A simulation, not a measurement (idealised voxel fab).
Herein follows the process module entitled voxel self aligned contacts.
It is cross-section cut that appears here, measuring 245 nm in width, its square cells being 5 nm in size.
Throughout this document, each cross-section is represented as a grid of square cells and is presented as a sequence of bands enumerated from the top downward, where a band comprises one or more rows of cells.
Basically the band line says how high the top is and how high the bottom is, in nm, and then what's in it from left to right, every material with its width in nm. Empty space shows up as "blank", and if a single material carries "full width" it runs the full band edge to edge.
Ref level 0: as-received wafer is one material below here. Bottom band extends down with no lower bound ("0 and below").
Width "30..40": first value at the band's top row of cells, second value at its bottom row, equal change from row to row.
Reading "changes: none" for a step: not a cell of the cross-section changed in it.
"Trapped cavities" contains a list of empty spaces, each no smaller than 8 cells and without an open way to the top, written in the form width x height at distance with the distance from the left edge and all three in nm.
Heads up: the bit after the settings on a step's line is the simulator's remark on that step.
overlay nm: right-of-plan distance of the mask on a masked step; negative values mean left-of-plan.
**The planned process steps are enumerated hereunder**
- 1: RECEIVE with material Si
- 2: OXIDIZE with depth nm 5
- 3: DIRECTIONAL_DEP with material polySi, thk nm 25
- 4: DIRECTIONAL_DEP with material SiN, thk nm 15
- 5: DIRECTIONAL_DEP with material aC, thk nm 15
- 6: PATTERN with tone cover, mask id GATE, material resist, width nm 35, pitch nm 70, thk nm 35, overlay nm 0
- 7: DIRECTIONAL_ETCH with etch materials aC, depth nm 15
- 8: STRIP with etch materials resist
- 9: DIRECTIONAL_ETCH with etch materials SiN, depth nm 15
- 10: DIRECTIONAL_ETCH with etch materials polySi, depth nm 25
- 11: STRIP with etch materials aC
- 12: CONFORMAL_DEP with material SiN, thk nm 5
- 13: DIRECTIONAL_ETCH with etch materials SiN, depth nm 5
- 14: FILL_DEP with material SiO2, thk nm 10
- 15: CMP with height nm 45
- 16: PATTERN with tone open, mask id CONTACT, material resist, width nm 55, thk nm 15, overlay nm 0
- 17: DIRECTIONAL_ETCH with etch materials SiO2, depth nm 50
- 18: STRIP with etch materials resist
- 19: CONFORMAL_DEP with material TiN, thk nm 5
- 20: FILL_DEP with material W, thk nm 10
- 21: CMP with height nm 45
- 22: CONFORMAL_DEP with material SiN, thk nm 5
**Below: the first of two wafers, run as planned**
**Step 1 complete: cross-section of the wafer as received**
  0 and below | Si full width
  Trapped cavities: none
**You're looking at a cross-section of the wafer after step 2**
  0 down to -5 | SiO2 full width
  All layers under -5 are left as they were.
**You're looking at a cross-section of the wafer after step 3**
  25 down to 0 | polySi full width
  All layers under 0 are left as they were.
**You're looking at a cross-section of the wafer after step 4**
  40 down to 25 | SiN full width
  All layers under 25 are left as they were.
**You're looking at a cross-section of the wafer after step 5**
  55 down to 40 | aC full width
  All layers under 40 are left as they were.
**You're looking at a cross-section of the wafer after step 6**
  90 down to 55 | 70 blank, 35 resist, 35 blank, 35 resist, 70 blank
  All layers under 55 are left as they were.
**You're looking at a cross-section of the wafer after step 7**
  75 down to 55 | 70 blank, 35 resist, 35 blank, 35 resist, 70 blank
  55 down to 40 | 70 blank, 35 aC, 35 blank, 35 aC, 70 blank
  All layers under 40 are left as they were.
**You're looking at a cross-section of the wafer after step 8**
  55 down to 40 | 70 blank, 35 aC, 35 blank, 35 aC, 70 blank
  All layers under 40 are left as they were.
**You're looking at a cross-section of the wafer after step 9**
  55 down to 40 | 70 blank, 35 aC, 35 blank, 35 aC, 70 blank
  40 down to 25 | 70 blank, 35 SiN, 35 blank, 35 SiN, 70 blank
  All layers under 25 are left as they were.
**You're looking at a cross-section of the wafer after step 10**
  55 down to 40 | 70 blank, 35 aC, 35 blank, 35 aC, 70 blank
  40 down to 25 | 70 blank, 35 SiN, 35 blank, 35 SiN, 70 blank
  25 down to 0 | 70 blank, 35 polySi, 35 blank, 35 polySi, 70 blank
  All layers under 0 are left as they were.
**You're looking at a cross-section of the wafer after step 11**
  40 down to 25 | 70 blank, 35 SiN, 35 blank, 35 SiN, 70 blank
  All layers under 25 are left as they were.
**You're looking at a cross-section of the wafer after step 12**
  45 down to 25 | 65 blank, 45 SiN, 25 blank, 45 SiN, 65 blank
  25 down to 5 | 65 blank, 5 SiN, 35 polySi, 5 SiN, 25 blank, 5 SiN, 35 polySi, 5 SiN, 65 blank
  5 down to 0 | 70 SiN, 35 polySi, 35 SiN, 35 polySi, 70 SiN
  All layers under 0 are left as they were.
**You're looking at a cross-section of the wafer after step 13**
  40 down to 25 | 65 blank, 45 SiN, 25 blank, 45 SiN, 65 blank
  25 down to 0 | 65 blank, 5 SiN, 35 polySi, 5 SiN, 25 blank, 5 SiN, 35 polySi, 5 SiN, 65 blank
  All layers under 0 are left as they were.
**You're looking at a cross-section of the wafer after step 14**
  50 down to 40 | SiO2 full width
  40 down to 25 | 65 SiO2, 45 SiN, 25 SiO2, 45 SiN, 65 SiO2
  25 down to 0 | 65 SiO2, 5 SiN, 35 polySi, 5 SiN, 25 SiO2, 5 SiN, 35 polySi, 5 SiN, 65 SiO2
  All layers under 0 are left as they were.
**You're looking at a cross-section of the wafer after step 15**
  45 down to 40 | SiO2 full width
  All layers under 40 are left as they were.
**You're looking at a cross-section of the wafer after step 16**
  60 down to 45 | 95 resist, 55 blank, 95 resist
  All layers under 45 are left as they were.
**You're looking at a cross-section of the wafer after step 17**
  60 down to 45 | 95 resist, 55 blank, 95 resist
  45 down to 40 | 95 SiO2, 55 blank, 95 SiO2
  40 down to 25 | 65 SiO2, 45 SiN, 25 blank, 45 SiN, 65 SiO2
  25 down to 0 | 65 SiO2, 5 SiN, 35 polySi, 5 SiN, 25 blank, 5 SiN, 35 polySi, 5 SiN, 65 SiO2
  0 down to -5 | 110 SiO2, 25 blank, 110 SiO2
  All layers under -5 are left as they were.
**You're looking at a cross-section of the wafer after step 18**
  45 down to 40 | 95 SiO2, 55 blank, 95 SiO2
  All layers under 40 are left as they were.
**You're looking at a cross-section of the wafer after step 19**
  50 down to 45 | 100 TiN, 45 blank, 100 TiN
  45 down to 40 | 95 SiO2, 20 TiN, 15 blank, 20 TiN, 95 SiO2
  40 down to 25 | 65 SiO2, 45 SiN, 5 TiN, 15 blank, 5 TiN, 45 SiN, 65 SiO2
  25 down to 0 | 65 SiO2, 5 SiN, 35 polySi, 5 SiN, 5 TiN, 15 blank, 5 TiN, 5 SiN, 35 polySi, 5 SiN, 65 SiO2
  0 down to -5 | 110 SiO2, 25 TiN, 110 SiO2
  All layers under -5 are left as they were.
**You're looking at a cross-section of the wafer after step 20**
  60 down to 50 | W full width
  50 down to 45 | 100 TiN, 45 W, 100 TiN
  45 down to 40 | 95 SiO2, 20 TiN, 15 W, 20 TiN, 95 SiO2
  40 down to 25 | 65 SiO2, 45 SiN, 5 TiN, 15 W, 5 TiN, 45 SiN, 65 SiO2
  25 down to 0 | 65 SiO2, 5 SiN, 35 polySi, 5 SiN, 5 TiN, 15 W, 5 TiN, 5 SiN, 35 polySi, 5 SiN, 65 SiO2
  All layers under 0 are left as they were.
**You're looking at a cross-section of the wafer after step 21**
  45 down to 40 | 95 SiO2, 20 TiN, 15 W, 20 TiN, 95 SiO2
  All layers under 40 are left as they were.
**You're looking at a cross-section of the wafer after step 22**
  50 down to 45 | SiN full width
  All layers under 45 are left as they were.
**Regarding the second of the two wafers: it shared the first wafer's starting condition and process plan, yet one error occurred during its execution. Its history coincides with that of the first wafer up to and including step 15**
**The second wafer in cross-section, at the planned close of step 16**
  60 down to 45 | 100 resist, 45 blank, 100 resist
  All layers under 45 are left as they were.
**The second wafer in cross-section, at the planned close of step 17**
  60 down to 45 | 100 resist, 45 blank, 100 resist
  45 down to 40 | 100 SiO2, 45 blank, 100 SiO2
  40 down to 25 | 65 SiO2, 45 SiN, 25 blank, 45 SiN, 65 SiO2
  25 down to 0 | 65 SiO2, 5 SiN, 35 polySi, 5 SiN, 25 blank, 5 SiN, 35 polySi, 5 SiN, 65 SiO2
  0 down to -5 | 110 SiO2, 25 blank, 110 SiO2
  All layers under -5 are left as they were.
**The second wafer in cross-section, at the planned close of step 18**
  45 down to 40 | 100 SiO2, 45 blank, 100 SiO2
  All layers under 40 are left as they were.
**The second wafer in cross-section, at the planned close of step 19**
  50 down to 45 | 105 TiN, 35 blank, 105 TiN
  45 down to 40 | 100 SiO2, 15 TiN, 15 blank, 15 TiN, 100 SiO2
  40 down to 25 | 65 SiO2, 45 SiN, 5 TiN, 15 blank, 5 TiN, 45 SiN, 65 SiO2
  25 down to 0 | 65 SiO2, 5 SiN, 35 polySi, 5 SiN, 5 TiN, 15 blank, 5 TiN, 5 SiN, 35 polySi, 5 SiN, 65 SiO2
  0 down to -5 | 110 SiO2, 25 TiN, 110 SiO2
  All layers under -5 are left as they were.
**The second wafer in cross-section, at the planned close of step 20**
  60 down to 50 | W full width
  50 down to 45 | 105 TiN, 35 W, 105 TiN
  45 down to 40 | 100 SiO2, 15 TiN, 15 W, 15 TiN, 100 SiO2
  40 down to 25 | 65 SiO2, 45 SiN, 5 TiN, 15 W, 5 TiN, 45 SiN, 65 SiO2
  25 down to 0 | 65 SiO2, 5 SiN, 35 polySi, 5 SiN, 5 TiN, 15 W, 5 TiN, 5 SiN, 35 polySi, 5 SiN, 65 SiO2
  All layers under 0 are left as they were.
**The second wafer in cross-section, at the planned close of step 21**
  45 down to 40 | 100 SiO2, 15 TiN, 15 W, 15 TiN, 100 SiO2
  All layers under 40 are left as they were.
**The second wafer in cross-section, at the planned close of step 22**
  50 down to 45 | SiN full width
  All layers under 45 are left as they were.
The plan and the run diverged here: step 16 did not use the planned setting and instead ran as PATTERN with tone open, mask id CONTACT, material resist, width nm 45, thk nm 15, overlay nm 0
The second wafer ends with more or fewer cells of some materials than the first, per final count: SiO2: 2 more; TiN: 2 fewer
